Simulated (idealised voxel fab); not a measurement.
voxel fin reveal: a process module
Pictured: cross-section cut, 280 nm wide, on a grid of 5 nm square cells.
Cross-sections here: square-cell grids, written as top-down lists of bands, a band being one or more rows of cells. This entry defines a band. It first specifies the height of the band's top and the height of its bottom in nm, and then specifies the band's materials from left to right, stating each material with its width in nm. The word "throughout" identifies a single material that fills the band from edge to edge, while the word "air" identifies empty space. Heads up on the height convention: 0 is the point under which the incoming wafer is all one material, and the lowest band has no bottom, it just keeps going down, like "0 nm and below". It should be noted that a width expressed as "30..40" varies in equal increments from row to row of cells within the band, taking the value of the first number at the top row and that of the second number at the bottom row. A step reported as "remained unchanged" is a step in which no cell of the cross-section changed. What "Closed internal cavities" gives you is every empty space of 8 cells or more that is cut off from the top. Each appears as width x height at distance, with the distance taken from the left edge and width, height and distance all in nm. after a step's settings: what the simulator itself notes on the step. The line of a step may include "overlay nm". On a step with a mask, this value is how far to the right of its planned place the mask lay. A negative value means the mask lay to the left.

# Process steps - plan
1: RECEIVE (material Si)
2: CONFORMAL_DEP (material SiN; thk nm 5)
3: PATTERN (tone cover; mask id FINS; material resist; width nm 15; pitch nm 40; thk nm 20; overlay nm 0)
4: DIRECTIONAL_ETCH (etch materials SiN; depth nm 5)
5: DIRECTIONAL_ETCH (etch materials Si; depth nm 40)
6: STRIP (etch materials resist)
7: OXIDIZE (depth nm 5)
8: FILL_DEP (material SiO2; thk nm 15)
9: CMP (height nm 5)
10: SELECTIVE_ETCH (etch materials SiO2; depth nm 35)
11: STRIP (etch materials SiN)

# First of two wafers: run as planned

# Cross-section of the wafer at receipt, which is the condition after step 1
0 nm and below  Si throughout
Closed internal cavities: none

# Presented here is a cross-section of the wafer after step 2 has been performed
5 nm to 0 nm  SiN throughout
Nothing below the height 0 has changed.

# Presented here is a cross-section of the wafer after step 3 has been performed
25 nm to 5 nm  air=70  resist=15  air=25  resist=15  air=25  resist=15  air=25  resist=15  air=75
Nothing below the height 5 has changed.

# Presented here is a cross-section of the wafer after step 4 has been performed
25 nm to 5 nm  air=70  resist=15  air=25  resist=15  air=25  resist=15  air=25  resist=15  air=75
5 nm to 0 nm  air=70  SiN=15  air=25  SiN=15  air=25  SiN=15  air=25  SiN=15  air=75
Nothing below the height 0 has changed.

# Presented here is a cross-section of the wafer after step 5 has been performed
25 nm to 5 nm  air=70  resist=15  air=25  resist=15  air=25  resist=15  air=25  resist=15  air=75
5 nm to 0 nm  air=70  SiN=15  air=25  SiN=15  air=25  SiN=15  air=25  SiN=15  air=75
0 nm to -40 nm  air=70  Si=15  air=25  Si=15  air=25  Si=15  air=25  Si=15  air=75
Nothing below the height -40 has changed.

# Presented here is a cross-section of the wafer after step 6 has been performed
5 nm to 0 nm  air=70  SiN=15  air=25  SiN=15  air=25  SiN=15  air=25  SiN=15  air=75
Nothing below the height 0 has changed.

# Presented here is a cross-section of the wafer after step 7 has been performed
5 nm to 0 nm  air=70  SiN=15  air=25  SiN=15  air=25  SiN=15  air=25  SiN=15  air=75
0 nm to -40 nm  air=70  SiO2=5  Si=5  SiO2=5  air=25  SiO2=5  Si=5  SiO2=5  air=25  SiO2=5  Si=5  SiO2=5  air=25  SiO2=5  Si=5  SiO2=5  air=75
-40 nm to -45 nm  SiO2=75  Si=5  SiO2=35  Si=5  SiO2=35  Si=5  SiO2=35  Si=5  SiO2=80
Nothing below the height -45 has changed.

# Presented here is a cross-section of the wafer after step 8 has been performed
20 nm to 5 nm  SiO2 throughout
5 nm to 0 nm  SiO2=70  SiN=15  SiO2=25  SiN=15  SiO2=25  SiN=15  SiO2=25  SiN=15  SiO2=75
0 nm to -45 nm  SiO2=75  Si=5  SiO2=35  Si=5  SiO2=35  Si=5  SiO2=35  Si=5  SiO2=80
Nothing below the height -45 has changed.

# Presented here is a cross-section of the wafer after step 9 has been performed
5 nm to 0 nm  SiO2=70  SiN=15  SiO2=25  SiN=15  SiO2=25  SiN=15  SiO2=25  SiN=15  SiO2=75
Nothing below the height 0 has changed.

# Presented here is a cross-section of the wafer after step 10 has been performed
5 nm to 0 nm  air=70  SiN=15  air=25  SiN=15  air=25  SiN=15  air=25  SiN=15  air=75
0 nm to -30 nm  air=75  Si=5  air=35  Si=5  air=35  Si=5  air=35  Si=5  air=80
Nothing below the height -30 has changed.

# Presented here is a cross-section of the wafer after step 11 has been performed
0 nm to -30 nm  air=75  Si=5  air=35  Si=5  air=35  Si=5  air=35  Si=5  air=80
Nothing below the height -30 has changed.

# Regarding the second of the two wafers: it shared the first wafer's starting condition and process plan, yet one error occurred during its execution. Its history coincides with that of the first wafer up to and including step 10

Cross-section of the second wafer corresponding to the planned conclusion of step 11: remained unchanged
Heads up, the wafer didn't run the way we planned it: step 11 in the plan did not get run; it was skipped
End check, counted in cells, second wafer has more or fewer of these materials than the first: SiN +12
